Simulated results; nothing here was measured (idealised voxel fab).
Presented below is a process module, voxel wiring stack.
Square cells of 5 nm make up the cross-section cut, whose width is 275 nm.
Square cells in a grid make up a cross-section in this document, and the grid is given as bands, listed from the top down, each one or more rows of cells. In this notation a band is specified by the heights of its top and bottom, in that order and in nm, after which its materials appear from left to right, each paired with its width in nm. The word "throughout" attached to a single material means that material fills the band from edge to edge; the word "air" stands for empty space. For the purposes of this specification, 0 denotes the height below which the wafer in its as-received condition is composed wholly of one material, and the lowermost band, lacking a lower limit, extends downward without end, as expressed in "top 0, no bottom". So if you see something like "30->40" for the width, read it as the top row of the band sitting at the first number and the bottom row at the second, with every row in between moving by the same amount as the last. Where the words "nothing different" appear for a step, the cross-section shows no cell changed by that step; every cell remained as before. Enclosed voids (no open way to top), threshold 8 cells or more, entry "Closed internal voids", notation width x height at distance, distance from left edge, nm. Anything after a step's settings on that line? It's the simulator's own note about the step. overlay nm: on a step with a mask, how far right of its planned place the mask lay; negative means left.
Intended process steps
1,RECEIVE (material Si)
2,CONFORMAL_DEP (material SiO2; thk nm 15)
3,DIRECTIONAL_DEP (material TiN; thk nm 5)
4,DIRECTIONAL_DEP (material Ru; thk nm 20)
5,PATTERN (tone cover; mask id METAL_1; material resist; width nm 30; pitch nm 50; thk nm 20; overlay nm 0)
6,DIRECTIONAL_ETCH (etch materials Ru; depth nm 20)
7,DIRECTIONAL_ETCH (etch materials TiN; depth nm 5)
8,STRIP (etch materials resist)
9,CONFORMAL_DEP (material SiN; thk nm 5)
10,FILL_DEP (material SiO2; thk nm 5)
11,CMP (height nm 40)
12,CONFORMAL_DEP (material SiCN; thk nm 5)
13,DIRECTIONAL_DEP (material SiO2; thk nm 15)
14,MASKED_ETCH (tone open; mask id PLUG_1; width nm 15; etch materials SiO2; depth nm 15; overlay nm 0)
15,MASKED_ETCH (tone open; mask id PLUG_1; width nm 15; etch materials SiCN; depth nm 5; overlay nm 0)
16,EPI (material Ru; thk nm 10)
17,EPI (material Ru; thk nm 10)
18,DIRECTIONAL_DEP (material TiN; thk nm 5)
19,DIRECTIONAL_DEP (material Ru; thk nm 25)
20,MASKED_ETCH (tone cover; mask id METAL_2; width nm 30; pitch nm 50; etch materials Ru; depth nm 25; overlay nm 0)
21,MASKED_ETCH (tone cover; mask id METAL_2; width nm 30; pitch nm 50; etch materials TiN; depth nm 5; overlay nm 0)
22,FILL_DEP (material lowk; thk nm 5)
23,CMP (height nm 90)
24,CONFORMAL_DEP (material SiCN; thk nm 5)
25,DIRECTIONAL_DEP (material SiO2; thk nm 20)
26,MASKED_ETCH (tone open; mask id PLUG_2; width nm 15; etch materials SiO2; depth nm 20; overlay nm 0)
27,MASKED_ETCH (tone open; mask id PLUG_2; width nm 15; etch materials SiCN; depth nm 5; overlay nm 0)
28,EPI (material Ru; thk nm 10)
29,EPI (material Ru; thk nm 10)
30,EPI (material Ru; thk nm 5)
31,DIRECTIONAL_DEP (material TiN; thk nm 5)
32,DIRECTIONAL_DEP (material W; thk nm 20)
33,DIRECTIONAL_DEP (material aC; thk nm 10)
34,PATTERN (tone cover; mask id METAL_3; material resist; width nm 30; pitch nm 50; thk nm 30; overlay nm 0)
35,DIRECTIONAL_ETCH (etch materials aC; depth nm 10)
36,STRIP (etch materials resist)
37,DIRECTIONAL_ETCH (etch materials W; depth nm 20)
38,DIRECTIONAL_ETCH (etch materials TiN; depth nm 5)
39,STRIP (etch materials aC)
40,FILL_DEP (material lowk; thk nm 5)
41,CMP (height nm 140)
42,CONFORMAL_DEP (material SiCN; thk nm 5)
Wafer at receipt (post step 1), cross-section
- top 0, no bottom | Si throughout
- Closed internal voids: none
End-of-module cross-section of the first of two wafers, processed as planned
- top 145, bottom 140 | SiCN throughout
- top 140, bottom 120 | 95 nm lowk / 30 nm W / 20 nm lowk / 30 nm W / 100 nm lowk
- top 120, bottom 115 | 95 nm lowk / 30 nm TiN / 20 nm lowk / 30 nm TiN / 100 nm lowk
- top 115, bottom 95 | 95 nm SiO2 / 15 nm Ru / 165 nm SiO2
- top 95, bottom 90 | 95 nm SiCN / 15 nm Ru / 165 nm SiCN
- top 90, bottom 65 | 95 nm lowk / 30 nm Ru / 20 nm lowk / 30 nm Ru / 100 nm lowk
- top 65, bottom 60 | 95 nm lowk / 30 nm TiN / 20 nm lowk / 30 nm TiN / 100 nm lowk
- top 60, bottom 45 | 95 nm SiO2 / 15 nm Ru / 165 nm SiO2
- top 45, bottom 40 | 95 nm SiCN / 15 nm Ru / 165 nm SiCN
- top 40, bottom 20 | 90 nm SiO2 / 5 nm SiN / 30 nm Ru / 5 nm SiN / 10 nm SiO2 / 5 nm SiN / 30 nm Ru / 5 nm SiN / 95 nm SiO2
- top 20, bottom 15 | 95 nm SiN / 30 nm TiN / 20 nm SiN / 30 nm TiN / 100 nm SiN
- top 15, bottom 0 | SiO2 throughout
- top 0, no bottom | Si throughout
- Closed internal voids: none
Wafer two cross-section, module end. Start and plan unchanged from wafer one; one mistake made during the run
- top 155, bottom 140 | SiCN throughout
- top 140, bottom 120 | 95 nm lowk / 30 nm W / 20 nm lowk / 30 nm W / 100 nm lowk
- top 120, bottom 115 | 95 nm lowk / 30 nm TiN / 20 nm lowk / 30 nm TiN / 100 nm lowk
- top 115, bottom 95 | 95 nm SiO2 / 15 nm Ru / 165 nm SiO2
- top 95, bottom 90 | 95 nm SiCN / 15 nm Ru / 165 nm SiCN
- top 90, bottom 65 | 95 nm lowk / 30 nm Ru / 20 nm lowk / 30 nm Ru / 100 nm lowk
- top 65, bottom 60 | 95 nm lowk / 30 nm TiN / 20 nm lowk / 30 nm TiN / 100 nm lowk
- top 60, bottom 45 | 95 nm SiO2 / 15 nm Ru / 165 nm SiO2
- top 45, bottom 40 | 95 nm SiCN / 15 nm Ru / 165 nm SiCN
- top 40, bottom 20 | 90 nm SiO2 / 5 nm SiN / 30 nm Ru / 5 nm SiN / 10 nm SiO2 / 5 nm SiN / 30 nm Ru / 5 nm SiN / 95 nm SiO2
- top 20, bottom 15 | 95 nm SiN / 30 nm TiN / 20 nm SiN / 30 nm TiN / 100 nm SiN
- top 15, bottom 0 | SiO2 throughout
- top 0, no bottom | Si throughout
- Closed internal voids: none
The mistake made against the process plan was this: step 42 deviated from plan and actually ran as CONFORMAL_DEP (material SiCN; thk nm 15)
Per the end-of-run cell counts, the second wafer holds more or fewer of some materials than the first: SiCN: 110 more
